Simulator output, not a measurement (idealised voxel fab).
process module | voxel wiring stack
cross-section cut | 270 nm wide | cells 5 nm
A cross-section is a grid of square cells, given in bands from the top down. A band is one or more rows of cells.
Each band's line starts with the height of the band's top and of its bottom, in nm. Then come its materials from left to right, each with its width in nm. One material with "throughout" fills the band from edge to edge. "air" is empty space.
Height 0 is the level under which the wafer as received is all one material. The lowest band goes on downwards, as in "0 down".
A width such as "30 to 40" changes by the same amount from each row of cells to the next, from the band's top row to its bottom row.
"no change" after a step means that no cell of the cross-section changed.
closed voids: empty space of 8 cells or more with no open way to the top, each as width x height at its distance from the left edge, in nm
after a step's settings: what the simulator itself notes on the step
overlay nm, on a step with a mask: how far to the right of its planned place the mask lay; to the left if negative
plan
1 op RECEIVE | material Si
2 op CONFORMAL_DEP | material SiO2 | thk nm 15
3 op CONFORMAL_DEP | material SiN | thk nm 5
4 op DIRECTIONAL_DEP | material lowk | thk nm 15
5 op PATTERN | tone open | mask id METAL_1 | material resist | width nm 30 | pitch nm 60 | thk nm 20 | overlay nm -15
6 op DIRECTIONAL_ETCH | etch materials lowk | depth nm 15
7 op DIRECTIONAL_ETCH | etch materials SiN | depth nm 5
8 op STRIP | etch materials resist
9 op CONFORMAL_DEP | material TiN | thk nm 5
10 op FILL_DEP | material Cu | thk nm 5
11 op CMP | height nm 35
12 op CONFORMAL_DEP | material SiCN | thk nm 5
13 op DIRECTIONAL_DEP | material lowk | thk nm 30
14 op DIRECTIONAL_DEP | material aC | thk nm 10
15 op PATTERN | tone open | mask id METAL_2 | material resist | width nm 30 | pitch nm 60 | thk nm 25 | overlay nm 0
16 op DIRECTIONAL_ETCH | etch materials aC | depth nm 10
17 op STRIP | etch materials resist
18 op DIRECTIONAL_ETCH | etch materials lowk | depth nm 20
19 op STRIP | etch materials aC
20 op MASKED_ETCH | tone open | mask id METAL_2_HOLES | width nm 15 | pitch nm 60 | etch materials lowk | depth nm 10 | overlay nm 0
21 op MASKED_ETCH | tone open | mask id METAL_2_HOLES | width nm 15 | pitch nm 60 | etch materials SiCN | depth nm 5 | overlay nm 0
22 op CONFORMAL_DEP | material TiN | thk nm 5
23 op FILL_DEP | material Cu | thk nm 5
24 op CMP | height nm 70
25 op CONFORMAL_DEP | material SiCN | thk nm 5
26 op DIRECTIONAL_DEP | material lowk | thk nm 30
27 op DIRECTIONAL_DEP | material aC | thk nm 10
28 op PATTERN | tone open | mask id METAL_3_HOLES | material resist | width nm 15 | pitch nm 120 | thk nm 25 | overlay nm 0
29 op DIRECTIONAL_ETCH | etch materials aC | depth nm 10
30 op STRIP | etch materials resist
31 op DIRECTIONAL_ETCH | etch materials lowk | depth nm 30
32 op STRIP | etch materials aC
33 op DIRECTIONAL_DEP | material aC | thk nm 10
34 op PATTERN | tone open | mask id METAL_3 | material resist | width nm 30 | pitch nm 60 | thk nm 25 | overlay nm 0
35 op DIRECTIONAL_ETCH | etch materials aC | depth nm 10
36 op STRIP | etch materials resist
37 op DIRECTIONAL_ETCH | etch materials lowk | depth nm 15
38 op DIRECTIONAL_ETCH | etch materials SiCN | depth nm 5
39 op STRIP | etch materials aC
40 op CONFORMAL_DEP | material TiN | thk nm 5
41 op FILL_DEP | material Cu | thk nm 5
42 op CMP | height nm 105
43 op CONFORMAL_DEP | material SiCN | thk nm 5
varied across the wafers: overlay nm of step 5. The plan shows the first wafer's value. All wafers start alike
first wafer as received, after step 1
  0 down: Si throughout
  closed voids: none
each wafer at the end: cells of each material gained (+) or lost (-) since it was received, then its closed voids
overlay nm -15 | +148 Cu | +144 SiCN | +30 SiN | +162 SiO2 | +176 TiN | +528 lowk | closed voids: none
overlay nm -10 | +148 Cu | +144 SiCN | +30 SiN | +162 SiO2 | +176 TiN | +528 lowk | closed voids: none
overlay nm -5 | +148 Cu | +144 SiCN | +30 SiN | +162 SiO2 | +176 TiN | +528 lowk | closed voids: none
overlay nm 0 | +148 Cu | +144 SiCN | +30 SiN | +162 SiO2 | +176 TiN | +528 lowk | closed voids: none
overlay nm 5 | +148 Cu | +144 SiCN | +30 SiN | +162 SiO2 | +176 TiN | +528 lowk | closed voids: none
overlay nm 10 | +148 Cu | +144 SiCN | +30 SiN | +162 SiO2 | +176 TiN | +528 lowk | closed voids: none
overlay nm 15 | +148 Cu | +144 SiCN | +30 SiN | +162 SiO2 | +176 TiN | +528 lowk | closed voids: none
